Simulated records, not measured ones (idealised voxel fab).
Process module name: voxel wiring stack
Square cell edge 5 nm, section width 205 nm, ID cut.
We lay out every cross-section as a grid of square cells and spell it out in bands from the top down, where one band means one or more rows of cells. For a band, the entry starts with two heights in nm, that of the top and then that of the bottom, and carries on with the band's materials in order from left to right, each alongside its width in nm; the word "edge to edge" beside a single material means it fills the band edge to edge, and "blank" means empty space. Height 0 is the level under which the wafer as received is all one material. The lowest band goes on downwards, as in "z 0 and below". The two numbers in a width such as "30..40" mark its ends across the band: the first belongs to the top row of cells, the second to the bottom row, and from each row to the next the width moves by the same amount. You'll sometimes find "left unchanged" written for a step, and that's the way of saying that nowhere in the cross-section did a cell change during that step. Voids not open to the top, 8 cells minimum: see "Internal closed voids". Written width x height at distance; distance is from the left edge; nm. What comes after the settings on a step's line is commentary from the simulator itself on that step. overlay nm: mask right of planned place by this much (step with mask). Neg. = left.
-- Intended process steps
step 1: RECEIVE, material Si
step 2: CONFORMAL_DEP, material SiO2, thk nm 15
step 3: DIRECTIONAL_DEP, material TiN, thk nm 5
step 4: DIRECTIONAL_DEP, material W, thk nm 15
step 5: MASKED_ETCH, tone cover, mask id METAL_1, width nm 25, pitch nm 55, etch materials W, depth nm 15, overlay nm 0
step 6: MASKED_ETCH, tone cover, mask id METAL_1, width nm 25, pitch nm 55, etch materials TiN, depth nm 5, overlay nm 0
step 7: CONFORMAL_DEP, material SiCN, thk nm 5
step 8: FILL_DEP, material SiO2, thk nm 10
step 9: CMP, height nm 35
step 10: CONFORMAL_DEP, material SiCN, thk nm 5
step 11: DIRECTIONAL_DEP, material SiO2, thk nm 20
step 12: PATTERN, tone open, mask id PLUG_1, material resist, width nm 15, pitch nm 55, thk nm 15, overlay nm 0
step 13: DIRECTIONAL_ETCH, etch materials SiO2, depth nm 20
step 14: DIRECTIONAL_ETCH, etch materials SiCN, depth nm 5
step 15: STRIP, etch materials resist
step 16: CONFORMAL_DEP, material TiN, thk nm 5
step 17: FILL_DEP, material Cu, thk nm 5
step 18: CMP, height nm 60
step 19: CONFORMAL_DEP, material SiCN, thk nm 5
step 20: DIRECTIONAL_DEP, material lowk, thk nm 15
step 21: DIRECTIONAL_DEP, material aC, thk nm 10
step 22: PATTERN, tone open, mask id METAL_2, material resist, width nm 25, pitch nm 55, thk nm 25, overlay nm 0
step 23: DIRECTIONAL_ETCH, etch materials aC, depth nm 10
step 24: STRIP, etch materials resist
step 25: DIRECTIONAL_ETCH, etch materials lowk, depth nm 15
step 26: DIRECTIONAL_ETCH, etch materials SiCN, depth nm 5
step 27: STRIP, etch materials aC
step 28: CONFORMAL_DEP, material TiN, thk nm 5
step 29: FILL_DEP, material Cu, thk nm 10
step 30: CMP, height nm 80
step 31: CONFORMAL_DEP, material SiCN, thk nm 5
step 32: DIRECTIONAL_DEP, material SiO2, thk nm 15
step 33: PATTERN, tone open, mask id PLUG_2, material resist, width nm 15, pitch nm 55, thk nm 20, overlay nm 0
step 34: DIRECTIONAL_ETCH, etch materials SiO2, depth nm 15
step 35: DIRECTIONAL_ETCH, etch materials SiCN, depth nm 5
step 36: STRIP, etch materials resist
step 37: EPI, material Ru, thk nm 10
step 38: EPI, material Ru, thk nm 10
step 39: CONFORMAL_DEP, material SiCN, thk nm 5
step 40: DIRECTIONAL_DEP, material SiO2, thk nm 20
step 41: DIRECTIONAL_DEP, material aC, thk nm 10
step 42: PATTERN, tone open, mask id METAL_3, material resist, width nm 25, pitch nm 55, thk nm 25, overlay nm 0
step 43: DIRECTIONAL_ETCH, etch materials aC, depth nm 10
step 44: STRIP, etch materials resist
step 45: DIRECTIONAL_ETCH, etch materials SiO2, depth nm 20
step 46: DIRECTIONAL_ETCH, etch materials SiCN, depth nm 5
step 47: STRIP, etch materials aC
step 48: CONFORMAL_DEP, material TiN, thk nm 5
step 49: FILL_DEP, material Ru, thk nm 10
step 50: CMP, height nm 125
step 51: CONFORMAL_DEP, material SiN, thk nm 5
-- First wafer, two in total, run as planned
-- Cross-section, incoming material, after step 1
	z 0 and below: Si edge to edge
	Internal closed voids: none
-- Wafer after step 2 (cross-section)
	z 15 to 0: SiO2 edge to edge
	Rest of section, below 0: as before.
-- Wafer after step 3 (cross-section)
	z 20 to 15: TiN edge to edge
	Rest of section, below 15: as before.
-- Wafer after step 4 (cross-section)
	z 35 to 20: W edge to edge
	Rest of section, below 20: as before.
-- Wafer after step 5 (cross-section)
	z 35 to 20: 60 of blank; 25 of W; 30 of blank; 25 of W; 65 of blank
	Rest of section, below 20: as before.
-- Wafer after step 6 (cross-section)
	z 35 to 20: 60 of blank; 25 of W; 30 of blank; 25 of W; 65 of blank
	z 20 to 15: 60 of blank; 25 of TiN; 30 of blank; 25 of TiN; 65 of blank
	Rest of section, below 15: as before.
-- Wafer after step 7 (cross-section)
	z 40 to 35: 55 of blank; 35 of SiCN; 20 of blank; 35 of SiCN; 60 of blank
	z 35 to 20: 55 of blank; 5 of SiCN; 25 of W; 5 of SiCN; 20 of blank; 5 of SiCN; 25 of W; 5 of SiCN; 60 of blank
	z 20 to 15: 60 of SiCN; 25 of TiN; 30 of SiCN; 25 of TiN; 65 of SiCN
	Rest of section, below 15: as before.
-- Wafer after step 8 (cross-section)
	z 50 to 40: SiO2 edge to edge
	z 40 to 35: 55 of SiO2; 35 of SiCN; 20 of SiO2; 35 of SiCN; 60 of SiO2
	z 35 to 20: 55 of SiO2; 5 of SiCN; 25 of W; 5 of SiCN; 20 of SiO2; 5 of SiCN; 25 of W; 5 of SiCN; 60 of SiO2
	Rest of section, below 20: as before.
-- Wafer after step 9 (cross-section)
	z 35 to 20: 55 of SiO2; 5 of SiCN; 25 of W; 5 of SiCN; 20 of SiO2; 5 of SiCN; 25 of W; 5 of SiCN; 60 of SiO2
	Rest of section, below 20: as before.
-- Wafer after step 10 (cross-section)
	z 40 to 35: SiCN edge to edge
	Rest of section, below 35: as before.
-- Wafer after step 11 (cross-section)
	z 60 to 40: SiO2 edge to edge
	Rest of section, below 40: as before.
-- Wafer after step 12 (cross-section)
	z 75 to 60: 60 of resist; 15 of blank; 40 of resist; 15 of blank; 75 of resist
	Rest of section, below 60: as before.
-- Wafer after step 13 (cross-section)
	z 75 to 60: 60 of resist; 15 of blank; 40 of resist; 15 of blank; 75 of resist
	z 60 to 40: 60 of SiO2; 15 of blank; 40 of SiO2; 15 of blank; 75 of SiO2
	Rest of section, below 40: as before.
-- Wafer after step 14 (cross-section)
	z 75 to 60: 60 of resist; 15 of blank; 40 of resist; 15 of blank; 75 of resist
	z 60 to 40: 60 of SiO2; 15 of blank; 40 of SiO2; 15 of blank; 75 of SiO2
	z 40 to 35: 60 of SiCN; 15 of blank; 40 of SiCN; 15 of blank; 75 of SiCN
	Rest of section, below 35: as before.
-- Wafer after step 15 (cross-section)
	z 60 to 40: 60 of SiO2; 15 of blank; 40 of SiO2; 15 of blank; 75 of SiO2
	Rest of section, below 40: as before.
-- Wafer after step 16 (cross-section)
	z 65 to 60: 65 of TiN; 5 of blank; 50 of TiN; 5 of blank; 80 of TiN
	z 60 to 40: 60 of SiO2; 5 of TiN; 5 of blank; 5 of TiN; 40 of SiO2; 5 of TiN; 5 of blank; 5 of TiN; 75 of SiO2
	z 40 to 35: 60 of SiCN; 15 of TiN; 40 of SiCN; 15 of TiN; 75 of SiCN
	Rest of section, below 35: as before.
-- Wafer after step 17 (cross-section)
	z 70 to 65: Cu edge to edge
	z 65 to 60: 65 of TiN; 5 of Cu; 50 of TiN; 5 of Cu; 80 of TiN
	z 60 to 40: 60 of SiO2; 5 of TiN; 5 of Cu; 5 of TiN; 40 of SiO2; 5 of TiN; 5 of Cu; 5 of TiN; 75 of SiO2
	Rest of section, below 40: as before.
-- Wafer after step 18 (cross-section)
	z 60 to 40: 60 of SiO2; 5 of TiN; 5 of Cu; 5 of TiN; 40 of SiO2; 5 of TiN; 5 of Cu; 5 of TiN; 75 of SiO2
	Rest of section, below 40: as before.
-- Wafer after step 19 (cross-section)
	z 65 to 60: SiCN edge to edge
	Rest of section, below 60: as before.
-- Wafer after step 20 (cross-section)
	z 80 to 65: lowk edge to edge
	Rest of section, below 65: as before.
-- Wafer after step 21 (cross-section)
	z 90 to 80: aC edge to edge
	Rest of section, below 80: as before.
-- Wafer after step 22 (cross-section)
	z 115 to 90: 60 of resist; 25 of blank; 30 of resist; 25 of blank; 65 of resist
	Rest of section, below 90: as before.
-- Wafer after step 23 (cross-section)
	z 105 to 90: 60 of resist; 25 of blank; 30 of resist; 25 of blank; 65 of resist
	z 90 to 80: 60 of aC; 25 of blank; 30 of aC; 25 of blank; 65 of aC
	Rest of section, below 80: as before.
-- Wafer after step 24 (cross-section)
	z 90 to 80: 60 of aC; 25 of blank; 30 of aC; 25 of blank; 65 of aC
	Rest of section, below 80: as before.
-- Wafer after step 25 (cross-section)
	z 90 to 80: 60 of aC; 25 of blank; 30 of aC; 25 of blank; 65 of aC
	z 80 to 65: 60 of lowk; 25 of blank; 30 of lowk; 25 of blank; 65 of lowk
	Rest of section, below 65: as before.
-- Wafer after step 26 (cross-section)
	z 90 to 80: 60 of aC; 25 of blank; 30 of aC; 25 of blank; 65 of aC
	z 80 to 65: 60 of lowk; 25 of blank; 30 of lowk; 25 of blank; 65 of lowk
	z 65 to 60: 60 of SiCN; 25 of blank; 30 of SiCN; 25 of blank; 65 of SiCN
	Rest of section, below 60: as before.
-- Wafer after step 27 (cross-section)
	z 80 to 65: 60 of lowk; 25 of blank; 30 of lowk; 25 of blank; 65 of lowk
	Rest of section, below 65: as before.
-- Wafer after step 28 (cross-section)
	z 85 to 80: 65 of TiN; 15 of blank; 40 of TiN; 15 of blank; 70 of TiN
	z 80 to 65: 60 of lowk; 5 of TiN; 15 of blank; 5 of TiN; 30 of lowk; 5 of TiN; 15 of blank; 5 of TiN; 65 of lowk
	z 65 to 60: 60 of SiCN; 25 of TiN; 30 of SiCN; 25 of TiN; 65 of SiCN
	Rest of section, below 60: as before.
-- Wafer after step 29 (cross-section)
	z 95 to 85: Cu edge to edge
	z 85 to 80: 65 of TiN; 15 of Cu; 40 of TiN; 15 of Cu; 70 of TiN
	z 80 to 65: 60 of lowk; 5 of TiN; 15 of Cu; 5 of TiN; 30 of lowk; 5 of TiN; 15 of Cu; 5 of TiN; 65 of lowk
	Rest of section, below 65: as before.
-- Wafer after step 30 (cross-section)
	z 80 to 65: 60 of lowk; 5 of TiN; 15 of Cu; 5 of TiN; 30 of lowk; 5 of TiN; 15 of Cu; 5 of TiN; 65 of lowk
	Rest of section, below 65: as before.
-- Wafer after step 31 (cross-section)
	z 85 to 80: SiCN edge to edge
	Rest of section, below 80: as before.
-- Wafer after step 32 (cross-section)
	z 100 to 85: SiO2 edge to edge
	Rest of section, below 85: as before.
-- Wafer after step 33 (cross-section)
	z 120 to 100: 60 of resist; 15 of blank; 40 of resist; 15 of blank; 75 of resist
	Rest of section, below 100: as before.
-- Wafer after step 34 (cross-section)
	z 120 to 100: 60 of resist; 15 of blank; 40 of resist; 15 of blank; 75 of resist
	z 100 to 85: 60 of SiO2; 15 of blank; 40 of SiO2; 15 of blank; 75 of SiO2
	Rest of section, below 85: as before.
-- Wafer after step 35 (cross-section)
	z 120 to 100: 60 of resist; 15 of blank; 40 of resist; 15 of blank; 75 of resist
	z 100 to 85: 60 of SiO2; 15 of blank; 40 of SiO2; 15 of blank; 75 of SiO2
	z 85 to 80: 60 of SiCN; 15 of blank; 40 of SiCN; 15 of blank; 75 of SiCN
	Rest of section, below 80: as before.
-- Wafer after step 36 (cross-section)
	z 100 to 85: 60 of SiO2; 15 of blank; 40 of SiO2; 15 of blank; 75 of SiO2
	Rest of section, below 85: as before.
-- Wafer after step 37 (cross-section)
	z 100 to 90: 60 of SiO2; 15 of blank; 40 of SiO2; 15 of blank; 75 of SiO2
	z 90 to 85: 60 of SiO2; 15 of Ru; 40 of SiO2; 15 of Ru; 75 of SiO2
	z 85 to 80: 60 of SiCN; 15 of Ru; 40 of SiCN; 15 of Ru; 75 of SiCN
	Rest of section, below 80: as before.
-- Wafer after step 38 (cross-section)
	z 100 to 85: 60 of SiO2; 15 of Ru; 40 of SiO2; 15 of Ru; 75 of SiO2
	Rest of section, below 85: as before.
-- Wafer after step 39 (cross-section)
	z 105 to 100: SiCN edge to edge
	Rest of section, below 100: as before.
-- Wafer after step 40 (cross-section)
	z 125 to 105: SiO2 edge to edge
	Rest of section, below 105: as before.
-- Wafer after step 41 (cross-section)
	z 135 to 125: aC edge to edge
	Rest of section, below 125: as before.
-- Wafer after step 42 (cross-section)
	z 160 to 135: 60 of resist; 25 of blank; 30 of resist; 25 of blank; 65 of resist
	Rest of section, below 135: as before.
-- Wafer after step 43 (cross-section)
	z 150 to 135: 60 of resist; 25 of blank; 30 of resist; 25 of blank; 65 of resist
	z 135 to 125: 60 of aC; 25 of blank; 30 of aC; 25 of blank; 65 of aC
	Rest of section, below 125: as before.
-- Wafer after step 44 (cross-section)
	z 135 to 125: 60 of aC; 25 of blank; 30 of aC; 25 of blank; 65 of aC
	Rest of section, below 125: as before.
-- Wafer after step 45 (cross-section)
	z 135 to 125: 60 of aC; 25 of blank; 30 of aC; 25 of blank; 65 of aC
	z 125 to 105: 60 of SiO2; 25 of blank; 30 of SiO2; 25 of blank; 65 of SiO2
	Rest of section, below 105: as before.
-- Wafer after step 46 (cross-section)
	z 135 to 125: 60 of aC; 25 of blank; 30 of aC; 25 of blank; 65 of aC
	z 125 to 105: 60 of SiO2; 25 of blank; 30 of SiO2; 25 of blank; 65 of SiO2
	z 105 to 100: 60 of SiCN; 25 of blank; 30 of SiCN; 25 of blank; 65 of SiCN
	Rest of section, below 100: as before.
-- Wafer after step 47 (cross-section)
	z 125 to 105: 60 of SiO2; 25 of blank; 30 of SiO2; 25 of blank; 65 of SiO2
	Rest of section, below 105: as before.
-- Wafer after step 48 (cross-section)
	z 130 to 125: 65 of TiN; 15 of blank; 40 of TiN; 15 of blank; 70 of TiN
	z 125 to 105: 60 of SiO2; 5 of TiN; 15 of blank; 5 of TiN; 30 of SiO2; 5 of TiN; 15 of blank; 5 of TiN; 65 of SiO2
	z 105 to 100: 60 of SiCN; 25 of TiN; 30 of SiCN; 25 of TiN; 65 of SiCN
	Rest of section, below 100: as before.
-- Wafer after step 49 (cross-section)
	z 140 to 130: Ru edge to edge
	z 130 to 125: 65 of TiN; 15 of Ru; 40 of TiN; 15 of Ru; 70 of TiN
	z 125 to 105: 60 of SiO2; 5 of TiN; 15 of Ru; 5 of TiN; 30 of SiO2; 5 of TiN; 15 of Ru; 5 of TiN; 65 of SiO2
	Rest of section, below 105: as before.
-- Wafer after step 50 (cross-section)
	z 125 to 105: 60 of SiO2; 5 of TiN; 15 of Ru; 5 of TiN; 30 of SiO2; 5 of TiN; 15 of Ru; 5 of TiN; 65 of SiO2
	Rest of section, below 105: as before.
-- Wafer after step 51 (cross-section)
	z 130 to 125: SiN edge to edge
	Rest of section, below 125: as before.
-- Companion wafer, the second of two: same beginning, same intended sequence, one mistake in carrying it out; through step 9 inclusive it tracks the first exactly
-- Second wafer: cross-section at the scheduled end of step 10
	z 55 to 35: SiO2 edge to edge
	Rest of section, below 35: as before.
-- Second wafer: cross-section at the scheduled end of step 11
	z 60 to 55: SiCN edge to edge
	Rest of section, below 55: as before.
-- Second wafer: cross-section at the scheduled end of step 12
	z 75 to 60: 60 of resist; 15 of blank; 40 of resist; 15 of blank; 75 of resist
	Rest of section, below 60: as before.
Second wafer: cross-section at the scheduled end of step 13: left unchanged
-- Second wafer: cross-section at the scheduled end of step 14
	z 75 to 60: 60 of resist; 15 of blank; 40 of resist; 15 of blank; 75 of resist
	z 60 to 55: 60 of SiCN; 15 of blank; 40 of SiCN; 15 of blank; 75 of SiCN
	Rest of section, below 55: as before.
-- Second wafer: cross-section at the scheduled end of step 15
	z 60 to 55: 60 of SiCN; 15 of blank; 40 of SiCN; 15 of blank; 75 of SiCN
	Rest of section, below 55: as before.
-- Second wafer: cross-section at the scheduled end of step 16
	z 65 to 60: 65 of TiN; 5 of blank; 50 of TiN; 5 of blank; 80 of TiN
	z 60 to 55: 60 of SiCN; 15 of TiN; 40 of SiCN; 15 of TiN; 75 of SiCN
	Rest of section, below 55: as before.
-- Second wafer: cross-section at the scheduled end of step 17
	z 70 to 65: Cu edge to edge
	z 65 to 60: 65 of TiN; 5 of Cu; 50 of TiN; 5 of Cu; 80 of TiN
	Rest of section, below 60: as before.
-- Second wafer: cross-section at the scheduled end of step 18
	z 60 to 55: 60 of SiCN; 15 of TiN; 40 of SiCN; 15 of TiN; 75 of SiCN
	Rest of section, below 55: as before.
-- Second wafer: cross-section at the scheduled end of step 19
	z 65 to 60: SiCN edge to edge
	Rest of section, below 60: as before.
-- Second wafer: cross-section at the scheduled end of step 20
	z 80 to 65: lowk edge to edge
	Rest of section, below 65: as before.
-- Second wafer: cross-section at the scheduled end of step 21
	z 90 to 80: aC edge to edge
	Rest of section, below 80: as before.
-- Second wafer: cross-section at the scheduled end of step 22
	z 115 to 90: 60 of resist; 25 of blank; 30 of resist; 25 of blank; 65 of resist
	Rest of section, below 90: as before.
-- Second wafer: cross-section at the scheduled end of step 23
	z 105 to 90: 60 of resist; 25 of blank; 30 of resist; 25 of blank; 65 of resist
	z 90 to 80: 60 of aC; 25 of blank; 30 of aC; 25 of blank; 65 of aC
	Rest of section, below 80: as before.
-- Second wafer: cross-section at the scheduled end of step 24
	z 90 to 80: 60 of aC; 25 of blank; 30 of aC; 25 of blank; 65 of aC
	Rest of section, below 80: as before.
-- Second wafer: cross-section at the scheduled end of step 25
	z 90 to 80: 60 of aC; 25 of blank; 30 of aC; 25 of blank; 65 of aC
	z 80 to 65: 60 of lowk; 25 of blank; 30 of lowk; 25 of blank; 65 of lowk
	Rest of section, below 65: as before.
-- Second wafer: cross-section at the scheduled end of step 26
	z 90 to 80: 60 of aC; 25 of blank; 30 of aC; 25 of blank; 65 of aC
	z 80 to 65: 60 of lowk; 25 of blank; 30 of lowk; 25 of blank; 65 of lowk
	z 65 to 60: 60 of SiCN; 25 of blank; 30 of SiCN; 25 of blank; 65 of SiCN
	Rest of section, below 60: as before.
-- Second wafer: cross-section at the scheduled end of step 27
	z 80 to 65: 60 of lowk; 25 of blank; 30 of lowk; 25 of blank; 65 of lowk
	Rest of section, below 65: as before.
-- Second wafer: cross-section at the scheduled end of step 28
	z 85 to 80: 65 of TiN; 15 of blank; 40 of TiN; 15 of blank; 70 of TiN
	z 80 to 65: 60 of lowk; 5 of TiN; 15 of blank; 5 of TiN; 30 of lowk; 5 of TiN; 15 of blank; 5 of TiN; 65 of lowk
	z 65 to 55: 60 of SiCN; 25..15 of TiN; 30..40 of SiCN; 25..15 of TiN; 65..75 of SiCN
	Rest of section, below 55: as before.
-- Second wafer: cross-section at the scheduled end of step 29
	z 95 to 85: Cu edge to edge
	z 85 to 80: 65 of TiN; 15 of Cu; 40 of TiN; 15 of Cu; 70 of TiN
	z 80 to 65: 60 of lowk; 5 of TiN; 15 of Cu; 5 of TiN; 30 of lowk; 5 of TiN; 15 of Cu; 5 of TiN; 65 of lowk
	Rest of section, below 65: as before.
-- Second wafer: cross-section at the scheduled end of step 30
	z 80 to 65: 60 of lowk; 5 of TiN; 15 of Cu; 5 of TiN; 30 of lowk; 5 of TiN; 15 of Cu; 5 of TiN; 65 of lowk
	Rest of section, below 65: as before.
-- Second wafer: cross-section at the scheduled end of step 31
	z 85 to 80: SiCN edge to edge
	Rest of section, below 80: as before.
-- Second wafer: cross-section at the scheduled end of step 32
	z 100 to 85: SiO2 edge to edge
	Rest of section, below 85: as before.
-- Second wafer: cross-section at the scheduled end of step 33
	z 120 to 100: 60 of resist; 15 of blank; 40 of resist; 15 of blank; 75 of resist
	Rest of section, below 100: as before.
-- Second wafer: cross-section at the scheduled end of step 34
	z 120 to 100: 60 of resist; 15 of blank; 40 of resist; 15 of blank; 75 of resist
	z 100 to 85: 60 of SiO2; 15 of blank; 40 of SiO2; 15 of blank; 75 of SiO2
	Rest of section, below 85: as before.
-- Second wafer: cross-section at the scheduled end of step 35
	z 120 to 100: 60 of resist; 15 of blank; 40 of resist; 15 of blank; 75 of resist
	z 100 to 85: 60 of SiO2; 15 of blank; 40 of SiO2; 15 of blank; 75 of SiO2
	z 85 to 80: 60 of SiCN; 15 of blank; 40 of SiCN; 15 of blank; 75 of SiCN
	Rest of section, below 80: as before.
-- Second wafer: cross-section at the scheduled end of step 36
	z 100 to 85: 60 of SiO2; 15 of blank; 40 of SiO2; 15 of blank; 75 of SiO2
	Rest of section, below 85: as before.
-- Second wafer: cross-section at the scheduled end of step 37
	z 100 to 90: 60 of SiO2; 15 of blank; 40 of SiO2; 15 of blank; 75 of SiO2
	z 90 to 85: 60 of SiO2; 15 of Ru; 40 of SiO2; 15 of Ru; 75 of SiO2
	z 85 to 80: 60 of SiCN; 15 of Ru; 40 of SiCN; 15 of Ru; 75 of SiCN
	Rest of section, below 80: as before.
-- Second wafer: cross-section at the scheduled end of step 38
	z 100 to 85: 60 of SiO2; 15 of Ru; 40 of SiO2; 15 of Ru; 75 of SiO2
	Rest of section, below 85: as before.
-- Second wafer: cross-section at the scheduled end of step 39
	z 105 to 100: SiCN edge to edge
	Rest of section, below 100: as before.
-- Second wafer: cross-section at the scheduled end of step 40
	z 125 to 105: SiO2 edge to edge
	Rest of section, below 105: as before.
-- Second wafer: cross-section at the scheduled end of step 41
	z 135 to 125: aC edge to edge
	Rest of section, below 125: as before.
-- Second wafer: cross-section at the scheduled end of step 42
	z 160 to 135: 60 of resist; 25 of blank; 30 of resist; 25 of blank; 65 of resist
	Rest of section, below 135: as before.
-- Second wafer: cross-section at the scheduled end of step 43
	z 150 to 135: 60 of resist; 25 of blank; 30 of resist; 25 of blank; 65 of resist
	z 135 to 125: 60 of aC; 25 of blank; 30 of aC; 25 of blank; 65 of aC
	Rest of section, below 125: as before.
-- Second wafer: cross-section at the scheduled end of step 44
	z 135 to 125: 60 of aC; 25 of blank; 30 of aC; 25 of blank; 65 of aC
	Rest of section, below 125: as before.
-- Second wafer: cross-section at the scheduled end of step 45
	z 135 to 125: 60 of aC; 25 of blank; 30 of aC; 25 of blank; 65 of aC
	z 125 to 105: 60 of SiO2; 25 of blank; 30 of SiO2; 25 of blank; 65 of SiO2
	Rest of section, below 105: as before.
-- Second wafer: cross-section at the scheduled end of step 46
	z 135 to 125: 60 of aC; 25 of blank; 30 of aC; 25 of blank; 65 of aC
	z 125 to 105: 60 of SiO2; 25 of blank; 30 of SiO2; 25 of blank; 65 of SiO2
	z 105 to 100: 60 of SiCN; 25 of blank; 30 of SiCN; 25 of blank; 65 of SiCN
	Rest of section, below 100: as before.
-- Second wafer: cross-section at the scheduled end of step 47
	z 125 to 105: 60 of SiO2; 25 of blank; 30 of SiO2; 25 of blank; 65 of SiO2
	Rest of section, below 105: as before.
-- Second wafer: cross-section at the scheduled end of step 48
	z 130 to 125: 65 of TiN; 15 of blank; 40 of TiN; 15 of blank; 70 of TiN
	z 125 to 105: 60 of SiO2; 5 of TiN; 15 of blank; 5 of TiN; 30 of SiO2; 5 of TiN; 15 of blank; 5 of TiN; 65 of SiO2
	z 105 to 100: 60 of SiCN; 25 of TiN; 30 of SiCN; 25 of TiN; 65 of SiCN
	Rest of section, below 100: as before.
-- Second wafer: cross-section at the scheduled end of step 49
	z 140 to 130: Ru edge to edge
	z 130 to 125: 65 of TiN; 15 of Ru; 40 of TiN; 15 of Ru; 70 of TiN
	z 125 to 105: 60 of SiO2; 5 of TiN; 15 of Ru; 5 of TiN; 30 of SiO2; 5 of TiN; 15 of Ru; 5 of TiN; 65 of SiO2
	Rest of section, below 105: as before.
-- Second wafer: cross-section at the scheduled end of step 50
	z 125 to 105: 60 of SiO2; 5 of TiN; 15 of Ru; 5 of TiN; 30 of SiO2; 5 of TiN; 15 of Ru; 5 of TiN; 65 of SiO2
	Rest of section, below 105: as before.
-- Second wafer: cross-section at the scheduled end of step 51
	z 130 to 125: SiN edge to edge
	Rest of section, below 125: as before.
What broke from the plan during processing? steps 10 and 11: order swapped relative to plan
The final cell counts differ between the wafers, with the second having more or fewer of some materials than the first: -8 Cu; +24 SiO2; -16 TiN
